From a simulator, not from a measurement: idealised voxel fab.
Name of the process module below: voxel self aligned contacts
230 nm wide, 5 nm square cells: that's cross-section cut.
The cross-sections in this document take the form of a grid made of square cells. They are written out as bands, in order from top to bottom. Each band consists of one or more rows of cells.
What a band's entry tells you: where the top is and where the bottom is, as heights in nm, and after that what lies inside, material by material from left to right, each with its width in nm. Empty space is written as the word "air", and a single material marked with the word "all across" occupies the band from edge to edge.
Note: height 0 marks the level under which the wafer is uniformly one material as received. Lowest band unbounded below, written "0 down".
It should be noted that a width expressed as "30..40" varies in equal increments from row to row of cells within the band, taking the value of the first number at the top row and that of the second number at the bottom row.
Where a step carries "nothing changed", the cross-section came out of it unchanged, cell for cell.
So "Closed void catalog" is basically the list of trapped voids: any empty space of 8 cells or more that can't reach the top through an opening. They're written width x height at distance, the distance being from the left edge, and it's all nm.
On each step's line, the part that comes after the settings is the simulator's own comment on the step.
"overlay nm" on a masked step: distance the mask lay right of its planned place, negative for left.

-- Steps in the process plan
1. RECEIVE (material Si)
2. OXIDIZE (depth nm 5)
3. DIRECTIONAL_DEP (material polySi; thk nm 30)
4. DIRECTIONAL_DEP (material SiN; thk nm 25)
5. PATTERN (tone cover; mask id GATE; material resist; width nm 30; pitch nm 65; thk nm 20; overlay nm 0)
6. DIRECTIONAL_ETCH (etch materials SiN; depth nm 25)
7. DIRECTIONAL_ETCH (etch materials polySi; depth nm 30)
8. STRIP (etch materials resist)
9. CONFORMAL_DEP (material SiN; thk nm 10)
10. DIRECTIONAL_ETCH (etch materials SiN; depth nm 10)
11. FILL_DEP (material SiO2; thk nm 20)
12. CMP (height nm 65)
13. DIRECTIONAL_DEP (material aC; thk nm 15)
14. PATTERN (tone open; mask id CONTACT; material resist; width nm 45; pitch nm 65; thk nm 35; overlay nm 0)
15. DIRECTIONAL_ETCH (etch materials aC; depth nm 15)
16. STRIP (etch materials resist)
17. DIRECTIONAL_ETCH (etch materials SiO2; depth nm 70)
18. STRIP (etch materials aC)
19. CONFORMAL_DEP (material TiN; thk nm 5)
20. FILL_DEP (material W; thk nm 10)
21. CMP (height nm 65)
22. CONFORMAL_DEP (material SiCN; thk nm 5)

-- Cross-section of the wafer upon arrival, representing the state reached after step 1
  0 down = Si all across
  Closed void catalog: none

-- first wafer at the end, as planned
  70 to 65 = SiCN all across
  65 to 55 = SiO2 60, TiN 5..20, W 35..5, TiN 5..20, SiO2 20, TiN 5..20, W 35..5, TiN 5..20, SiO2 60
  55 to 30 = SiO2 25, SiN 50, TiN 5, W 5, TiN 5, SiN 50, TiN 5, W 5, TiN 5, SiN 50, SiO2 25
  30 to 0 = SiO2 25, SiN 10, polySi 30, SiN 10, TiN 5, W 5, TiN 5, SiN 10, polySi 30, SiN 10, TiN 5, W 5, TiN 5, SiN 10, polySi 30, SiN 10, SiO2 25
  0 to -5 = SiO2 75, TiN 15, SiO2 50, TiN 15, SiO2 75
  -5 down = Si all across
  Closed void catalog: none

-- The second wafer, shown in cross-section after the module: started the same way as the first and given the same plan, yet one mistake crept into how it was run
  70 to 65 = SiCN all across
  65 to 60 = SiO2 60, TiN 5, W 35, TiN 5, SiO2 20, TiN 5, W 35, TiN 5, SiO2 60
  60 to 55 = SiO2 60, TiN 45, SiO2 20, TiN 45, SiO2 60
  55 to 30 = SiN 45, SiO2 10, SiN 55, SiO2 10, SiN 55, SiO2 10, SiN 45
  30 to 0 = polySi 35, SiN 10, SiO2 10, SiN 10, polySi 35, SiN 10, SiO2 10, SiN 10, polySi 35, SiN 10, SiO2 10, SiN 10, polySi 35
  0 to -5 = SiO2 all across
  -5 down = Si all across
  Closed void catalog: none
The mistake made against the process plan was this: step 5, actual vs plan mismatch, actual run PATTERN (tone open; mask id GATE; material resist; width nm 30; pitch nm 65; thk nm 20; overlay nm 0)
The closing comparison, in cells, has the second wafer with more or fewer of some materials than the first: 50 more of SiN | 38 fewer of SiO2 | 48 fewer of TiN | 24 fewer of W | 60 more of polySi
